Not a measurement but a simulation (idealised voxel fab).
This section sets out a process module, namely voxel trench capacitor.
Cross-sectional view cut (width: 235 nm; square cell size: 5 nm).
Square cells in a grid make up a cross-section in this document, and the grid is given as bands, listed from the top down, each one or more rows of cells. Top height, bottom height, nm. Materials left to right, width each, nm. Single material + "full width" = fills band edge to edge. "blank" = empty. A quick word on heights: they are counted from 0, and under that level the wafer as it came to us is one material throughout. The lowest band is different from the rest in having no bottom; it simply continues downward, written as in "top 0, no bottom". Think of "30 to 40" as a width that walks from the first number to the second as you go down the band, top row to bottom row, taking equal-sized steps from row to row. Take "stayed the same" at face value: in the step it is given for, the cross-section changed in none of its cells. Entry "Closed void list". Content: empty spaces with no open connection to the top, size 8 cells or greater. Each: width x height at distance. Distance: from left edge. Unit: nm. Text after the settings on a step's line: the simulator's own remark on that step. overlay nm: mask right of planned place by this much (step with mask). Neg. = left.

# The following list gives the planned process steps
step 1: RECEIVE: material Si
step 2: CONFORMAL_DEP: material SiN, thk nm 5
step 3: MASKED_ETCH: tone open, mask id TRENCH, width nm 25, pitch nm 40, etch materials SiN, depth nm 5, overlay nm 0
step 4: MASKED_ETCH: tone open, mask id TRENCH, width nm 25, pitch nm 40, etch materials Si, depth nm 35, overlay nm 0
step 5: CONFORMAL_DEP: material HfO2, thk nm 5
step 6: CONFORMAL_DEP: material TiN, thk nm 5
step 7: FILL_DEP: material W, thk nm 10
step 8: CMP: height nm 5

# Cross-section: wafer on arrival = after step 1
> top 0, no bottom  Si full width
> Closed void list: none

# As-planned run: cross-section of the first of two wafers at end of module
> top 5, bottom 0  SiN 65 | HfO2 5 | TiN 5 | W 5 | TiN 5 | HfO2 5 | SiN 15 | HfO2 5 | TiN 5 | W 5 | TiN 5 | HfO2 5 | SiN 15 | HfO2 5 | TiN 5 | W 5 | TiN 5 | HfO2 5 | SiN 65
> top 0, bottom -25  Si 65 | HfO2 5 | TiN 5 | W 5 | TiN 5 | HfO2 5 | Si 15 | HfO2 5 | TiN 5 | W 5 | TiN 5 | HfO2 5 | Si 15 | HfO2 5 | TiN 5 | W 5 | TiN 5 | HfO2 5 | Si 65
> top -25, bottom -30  Si 65 | HfO2 5 | TiN 15 | HfO2 5 | Si 15 | HfO2 5 | TiN 15 | HfO2 5 | Si 15 | HfO2 5 | TiN 15 | HfO2 5 | Si 65
> top -30, bottom -35  Si 65 | HfO2 25 | Si 15 | HfO2 25 | Si 15 | HfO2 25 | Si 65
> top -35, no bottom  Si full width
> Closed void list: none

# Cross-section of the latter of the two wafers at module completion. It had an identical start and an identical plan to the former; in running it, one mistake was made
> top 5, bottom 0  W full width
> top 0, no bottom  Si full width
> Closed void list: none
Nonconformance to the process plan: step 2 changed vs plan, executed as CONFORMAL_DEP: material W, thk nm 5
Wafer comparison, final, in cells, second relative to first, materials more or fewer: HfO2: 57 fewer, Si: 105 more, SiN: 32 fewer, TiN: 45 fewer, W: 29 more
